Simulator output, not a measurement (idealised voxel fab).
Process module name: voxel ribs on slabs
Xsec cut, 275 nm wide, square cell size 5 nm.
Cross-section format: a grid of square cells, given as bands from top to bottom; each band is one or more rows of cells. The band entry comprises the height of the band's top followed by the height of its bottom, expressed in nm, and subsequently the band's materials from left to right, each stated together with its width in nm. Where a single material is marked with the word "all across", that material fills the band from edge to edge. The word "blank" represents empty space. Basically, 0 is our baseline, since under it the wafer straight out of the box is all one material. The bottom band has no lower end and keeps on going down, so it looks like "z 0 and below". A width such as "30 to 40" changes by the same amount from each row of cells to the next, from the band's top row to its bottom row. A step reported as "nothing got changed" is a step in which no cell of the cross-section changed. For the entry "Unvented cavities", the listed items are empty spaces with no open way to the top whose size is 8 cells or more; each item follows the pattern width x height at distance, where distance is from the left edge and all three are in nm. If you see something after the settings on a step's line, that's the simulator's own remark about that step. overlay nm: step with mask; distance mask lay right of planned place; negative value = left of planned place.
[These are the steps we planned for the process]
1) RECEIVE (material Si)
2) DIRECTIONAL_DEP (material SiO2; thk nm 30)
3) DIRECTIONAL_DEP (material SiN; thk nm 20)
4) DIRECTIONAL_DEP (material aC; thk nm 15)
5) PATTERN (tone cover; mask id RIB; material resist; width nm 30; thk nm 35; overlay nm 0)
6) DIRECTIONAL_ETCH (etch materials aC; depth nm 15)
7) STRIP (etch materials resist)
8) DIRECTIONAL_ETCH (etch materials SiN; depth nm 5)
9) STRIP (etch materials aC)
10) DIRECTIONAL_DEP (material aC; thk nm 10)
11) PATTERN (tone cover; mask id SLAB; material resist; width nm 80; thk nm 30; overlay nm 0)
12) DIRECTIONAL_ETCH (etch materials aC; depth nm 10)
13) STRIP (etch materials resist)
14) DIRECTIONAL_ETCH (etch materials SiN; depth nm 15)
15) STRIP (etch materials aC)
16) FILL_DEP (material SiO2; thk nm 25)
17) CMP (height nm 65)
18) DIRECTIONAL_DEP (material TiN; thk nm 5)
19) PATTERN (tone cover; mask id HEATER; material resist; width nm 40; thk nm 20; overlay nm 0)
20) DIRECTIONAL_ETCH (etch materials TiN; depth nm 5)
21) STRIP (etch materials resist)
22) CONFORMAL_DEP (material SiO2; thk nm 10)
[As-received wafer cross-section (after step 1)]
	z 0 and below | Si all across
	Unvented cavities: none
[Wafer cross-section at module end: first of two, run to plan]
	z 80 to 75 | 105 of blank / 60 of SiO2 / 110 of blank
	z 75 to 70 | SiO2 all across
	z 70 to 65 | 115 of SiO2 / 40 of TiN / 120 of SiO2
	z 65 to 50 | SiO2 all across
	z 50 to 45 | 120 of SiO2 / 30 of SiN / 125 of SiO2
	z 45 to 30 | 95 of SiO2 / 80 of SiN / 100 of SiO2
	z 30 to 0 | SiO2 all across
	z 0 and below | Si all across
	Unvented cavities: none
[Second wafer cross-section at end of module - shared start and plan with the first, one mistake in the run]
	z 70 to 65 | 115 of blank / 40 of TiN / 120 of blank
	z 65 to 50 | SiO2 all across
	z 50 to 45 | 120 of SiO2 / 30 of SiN / 125 of SiO2
	z 45 to 30 | 95 of SiO2 / 80 of SiN / 100 of SiO2
	z 30 to 0 | SiO2 all across
	z 0 and below | Si all across
	Unvented cavities: none
Processing error: no execution of plan step 22; skipped
at the end the second wafer has, in cells: SiO2: 114 fewer
